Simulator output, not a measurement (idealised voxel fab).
voxel released beams: a process module
Square cell edge 5 nm, section width 280 nm, ID cut.
Cross-section, as written here: a square-cell grid given band by band from the top down, where a band holds one or more rows of cells. Per band: top height and bottom height in nm, followed by the left-to-right materials and their widths in nm; "everywhere" marks a single material spanning edge to edge, "empty" marks empty space. Below 0: as-received wafer, all one material; heights counted from there. Lowest band: no bottom, goes on down, written "top 0, no bottom". Width "30..40": first value at the band's top row of cells, second value at its bottom row, equal change from row to row. Where the words "stayed the same" appear for a step, the cross-section shows no cell changed by that step; every cell remained as before. The entry titled "Sealed void inventory" provides the empty spaces that have no open way to the top, restricted to those of 8 cells or more. Each is presented as width x height at distance, the distance being measured from the left edge, with all three in nm. Anything after a step's settings on that line? It's the simulator's own note about the step. overlay nm: where the mask lay relative to plan, measured to the right, on steps with a mask; negatives go left.

Process steps - plan
1) RECEIVE: material Si
2) CONFORMAL_DEP: material SiN, thk nm 10
3) DIRECTIONAL_DEP: material SiO2, thk nm 15
4) MASKED_ETCH: tone open, mask id ANCHOR, width nm 20, etch materials SiO2, depth nm 15, overlay nm 0
5) CONFORMAL_DEP: material W, thk nm 10
6) DIRECTIONAL_DEP: material aC, thk nm 10
7) PATTERN: tone cover, mask id BEAM, material resist, width nm 85, thk nm 30, overlay nm 0
8) DIRECTIONAL_ETCH: etch materials aC, depth nm 10
9) STRIP: etch materials resist
10) DIRECTIONAL_ETCH: etch materials W, depth nm 10
11) STRIP: etch materials aC
12) STRIP: etch materials SiO2
Heads up: all these wafers start the same, and what changes between them is the width nm in step 4. The value you see in the plan is just what the first wafer got.

Cross-section of the first of several received wafers, showing its state after step 1
top 0, no bottom: Si everywhere
Sealed void inventory: none

The table below has one row for each wafer; a row shows, as of the end of the module, how many cells of each material the wafer has gained, marked (+), or lost, marked (-), since it was received, and then the wafer's closed voids
width nm 20; +112 SiN; +46 W; Sealed void inventory: none
width nm 25; +112 SiN; +46 W; Sealed void inventory: none
width nm 30; +112 SiN; +46 W; Sealed void inventory: none
width nm 35; +112 SiN; +46 W; Sealed void inventory: none
width nm 40; +112 SiN; +46 W; Sealed void inventory: none
width nm 45; +112 SiN; +46 W; Sealed void inventory: none
